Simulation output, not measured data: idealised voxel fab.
Herein follows the process module entitled voxel air gaps.
Cross-sectional view cut (width: 185 nm; square cell size: 5 nm).
Cross-section = grid of square cells, listed top down in bands; band = one or more rows. For a band, the entry starts with two heights in nm, that of the top and then that of the bottom, and carries on with the band's materials in order from left to right, each alongside its width in nm; the word "edge to edge" beside a single material means it fills the band edge to edge, and "blank" means empty space. All heights in this document are referenced to 0, defined as the level beneath which the wafer, as received, consists entirely of one material. The lowest band is not bounded below; it extends indefinitely downward and is written in the form "0 down". Per-row width for "30 to 40": begins at first number (top row of band), ends at second number (bottom row), increment between rows held constant. "identical to before" (step): cross-section cells unchanged, all of them. Look at "Enclosed void entries" for the closed voids: empty spaces with no open path to the top, sized 8 cells or up. Each is width x height at distance, distance from the left edge, all nm. Step line, after settings: the simulator's comment on this step. overlay nm: on a step with a mask, how far right of its planned place the mask lay; negative means left.

SO HERE'S THE LINEUP OF PROCESS STEPS WE PLANNED
1 RECEIVE | material Si
2 CONFORMAL_DEP | material SiO2 | thk nm 15
3 CONFORMAL_DEP | material SiCN | thk nm 5
4 DIRECTIONAL_DEP | material lowk | thk nm 40
5 DIRECTIONAL_DEP | material aC | thk nm 10
6 PATTERN | tone open | mask id LINES | material resist | width nm 20 | pitch nm 45 | thk nm 30 | overlay nm 0
7 DIRECTIONAL_ETCH | etch materials aC | depth nm 10
8 STRIP | etch materials resist
9 DIRECTIONAL_ETCH | etch materials lowk | depth nm 40
10 STRIP | etch materials aC
11 CONFORMAL_DEP | material TiN | thk nm 5
12 FILL_DEP | material Cu | thk nm 10
13 CMP | height nm 60
14 EPI | material Ru | thk nm 10
15 SELECTIVE_ETCH | etch materials lowk | depth nm 50
16 CONFORMAL_DEP | material SiCN | thk nm 5

THE CROSS-SECTION HERE SHOWS THE WAFER AS RECEIVED, I.E. IN ITS STATE AFTER STEP 1
  0 down: Si edge to edge
  Enclosed void entries: none

CROSS-SECTIONAL VIEW OF THE FIRST OF THE TWO WAFERS UPON COMPLETION OF THE MODULE, PROCESSED IN ACCORDANCE WITH THE PLAN
  75 to 70: 20 blank / 140 SiCN / 25 blank
  70 to 60: 20 blank / 5 SiCN / 40 Ru / 5 SiCN / 40 Ru / 5 SiCN / 40 Ru / 5 SiCN / 25 blank
  60 to 55: 20 blank / 15 SiCN / 5 TiN / 10 Cu / 5 TiN / 25 SiCN / 5 TiN / 10 Cu / 5 TiN / 25 SiCN / 5 TiN / 10 Cu / 5 TiN / 15 SiCN / 25 blank
  55 to 25: 30 blank / 5 SiCN / 5 TiN / 10 Cu / 5 TiN / 5 SiCN / 15 blank / 5 SiCN / 5 TiN / 10 Cu / 5 TiN / 5 SiCN / 15 blank / 5 SiCN / 5 TiN / 10 Cu / 5 TiN / 5 SiCN / 35 blank
  25 to 20: 35 SiCN / 20 TiN / 25 SiCN / 20 TiN / 25 SiCN / 20 TiN / 40 SiCN
  20 to 15: SiCN edge to edge
  15 to 0: SiO2 edge to edge
  0 down: Si edge to edge
  Enclosed void entries: 15 x 30 at 60; 15 x 30 at 105

MODULE END: CROSS-SECTION OF WAFER TWO OF TWO. SAME START AND PROCESS PLAN AS THE FIRST WAFER. ONE MISTAKE DURING EXECUTION
  75 to 70: 25 blank / 140 SiCN / 20 blank
  70 to 60: 25 blank / 5 SiCN / 40 Ru / 5 SiCN / 40 Ru / 5 SiCN / 40 Ru / 5 SiCN / 20 blank
  60 to 55: 25 blank / 15 SiCN / 5 TiN / 10 Cu / 5 TiN / 25 SiCN / 5 TiN / 10 Cu / 5 TiN / 25 SiCN / 5 TiN / 10 Cu / 5 TiN / 15 SiCN / 20 blank
  55 to 25: 35 blank / 5 SiCN / 5 TiN / 10 Cu / 5 TiN / 5 SiCN / 15 blank / 5 SiCN / 5 TiN / 10 Cu / 5 TiN / 5 SiCN / 15 blank / 5 SiCN / 5 TiN / 10 Cu / 5 TiN / 5 SiCN / 30 blank
  25 to 20: 40 SiCN / 20 TiN / 25 SiCN / 20 TiN / 25 SiCN / 20 TiN / 35 SiCN
  20 to 15: SiCN edge to edge
  15 to 0: SiO2 edge to edge
  0 down: Si edge to edge
  Enclosed void entries: 15 x 30 at 65; 15 x 30 at 110
Error vs. plan: step 6 ran as: PATTERN | tone open | mask id LINES | material resist | width nm 20 | pitch nm 45 | thk nm 30 | overlay nm 5
Comparing end states, the material composition by cell count is preserved from the first wafer to the second, while the locations of the cells are not.
